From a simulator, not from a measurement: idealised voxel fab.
Presented below is a process module, voxel double patterning.
Square cell edge 5 nm, section width 280 nm, ID cut.
Cross-section layout: square cells on a grid; listed as bands, top to bottom; a band spans one or more cell rows. Top height, bottom height, nm. Materials left to right, width each, nm. Single material + "edge to edge" = fills band edge to edge. "empty" = empty. Heads up on the height convention: 0 is the point under which the incoming wafer is all one material, and the lowest band has no bottom, it just keeps going down, like "z 0 and below". The width entry "30->40" should be interpreted row by row: the top row of cells in the band takes the first number, the bottom row takes the second number, and the change between adjacent rows is uniform throughout. A step reported as "nothing different" is a step in which no cell of the cross-section changed. The list in "Voids, fully enclosed" covers empty spaces of 8 cells or more that cannot reach the top through any open way, and it gives each as width x height at distance; the distance is from the left edge, and width, height and distance are in nm. It should be noted that, on the line of a given step, the content following the step's settings is a remark produced by the simulator itself with respect to that step. A step line may carry the setting "overlay nm", which, for steps involving a mask, states the distance by which the mask lay to the right of its intended position; negative values denote displacement to the left.
THE PROCESS STEPS THAT WERE PLANNED ARE LISTED BELOW
1) RECEIVE (material Si)
2) CONFORMAL_DEP (material SiO2; thk nm 5)
3) DIRECTIONAL_DEP (material TiN; thk nm 20)
4) DIRECTIONAL_DEP (material SiCN; thk nm 5)
5) PATTERN (tone open; mask id FIRST; material resist; width nm 15; pitch nm 50; thk nm 15; overlay nm 0)
6) DIRECTIONAL_ETCH (etch materials SiCN; depth nm 5)
7) STRIP (etch materials resist)
8) PATTERN (tone open; mask id SECOND; material resist; width nm 15; thk nm 15; overlay nm 0)
9) DIRECTIONAL_ETCH (etch materials SiCN; depth nm 5)
10) STRIP (etch materials resist)
11) DIRECTIONAL_ETCH (etch materials TiN; depth nm 20)
12) STRIP (etch materials SiCN)
SHOWN IN CROSS-SECTION IS THE WAFER AS RECEIVED, THAT IS, AS IT STANDS AFTER STEP 1
* z 0 and below = Si edge to edge
* Voids, fully enclosed: none
THE CROSS-SECTION SHOWN CORRESPONDS TO THE WAFER AT THE CONCLUSION OF THE MODULE. THE INITIAL STRUCTURE AND THE PROCESS PLAN ARE THOSE PRESENTED ABOVE; HOWEVER, ONE MISTAKE OCCURRED IN EXECUTING THE PLAN
* z 30 to 25 = SiCN 105; empty 15; SiCN 10; empty 15; SiCN 10; empty 15; SiCN 110
* z 25 to 5 = TiN 105; empty 15; TiN 10; empty 15; TiN 10; empty 15; TiN 110
* z 5 to 0 = SiO2 edge to edge
* z 0 and below = Si edge to edge
* Voids, fully enclosed: none
Diagnosis: plan step 12: skipped, not run
